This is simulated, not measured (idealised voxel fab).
Process module, titled voxel lift off
Cross-sectional view cut (width: 300 nm; square cell size: 5 nm).
Each cross-section below is a grid of square cells, stated as bands in top-down order, with one or more rows of cells making up each band.
In this notation a band is specified by the heights of its top and bottom, in that order and in nm, after which its materials appear from left to right, each paired with its width in nm. The word "throughout" attached to a single material means that material fills the band from edge to edge; the word "empty" stands for empty space.
Below 0: as-received wafer, all one material; heights counted from there. Lowest band: no bottom, goes on down, written "top 0, no bottom".
The width entry "30->40" should be interpreted row by row: the top row of cells in the band takes the first number, the bottom row takes the second number, and the change between adjacent rows is uniform throughout.
Step marked "no alteration"? Then no cell in the cross-section changed in it.
The list in "Closed void catalog" covers empty spaces of 8 cells or more that cannot reach the top through any open way, and it gives each as width x height at distance; the distance is from the left edge, and width, height and distance are in nm.
The remark found on a step's line after its settings is issued by the simulator itself and pertains to that step.
What "overlay nm" on a step's line means: if the step has a mask, that mask lay this far to the right of its planned place, or, when the value is negative, to the left.
### List of planned process steps
1 RECEIVE,material Si
2 CONFORMAL_DEP,material Al2O3,thk nm 5
3 PATTERN,tone open,mask id LINES,material resist,width nm 20,pitch nm 45,thk nm 15,overlay nm 0
4 DIRECTIONAL_DEP,material Ru,thk nm 5
5 STRIP,etch materials resist
6 CONFORMAL_DEP,material SiO2,thk nm 5
### Wafer cross-section on receipt, i.e. after step 1
* top 0, no bottom | Si throughout
* Closed void catalog: none
### Cross-section: first of two wafers, module finished, run according to plan
* top 15, bottom 10 | empty 90 | SiO2 30 | empty 15 | SiO2 30 | empty 15 | SiO2 30 | empty 90
* top 10, bottom 5 | SiO2 95 | Ru 20 | SiO2 25 | Ru 20 | SiO2 25 | Ru 20 | SiO2 95
* top 5, bottom 0 | Al2O3 throughout
* top 0, no bottom | Si throughout
* Closed void catalog: none
### End-of-module cross-section of the second wafer: identical starting point and process plan to the first, with one processing mistake
* top 15, bottom 10 | empty 90 | SiO2 30 | empty 15 | SiO2 30 | empty 15 | SiO2 30 | empty 90
* top 10, bottom 5 | SiO2 95 | Ru 20 | SiO2 25 | Ru 20 | SiO2 25 | Ru 20 | SiO2 95
* top 5, bottom 0 | SiO2 throughout
* top 0, no bottom | Si throughout
* Closed void catalog: none
Processing error: it should be noted that step 2 was executed with settings other than those planned, the operation and settings actually applied being CONFORMAL_DEP,material SiO2,thk nm 5
Count the cells at the end and the second wafer has more or fewer of some materials than the first: Al2O3 -60, SiO2 +60
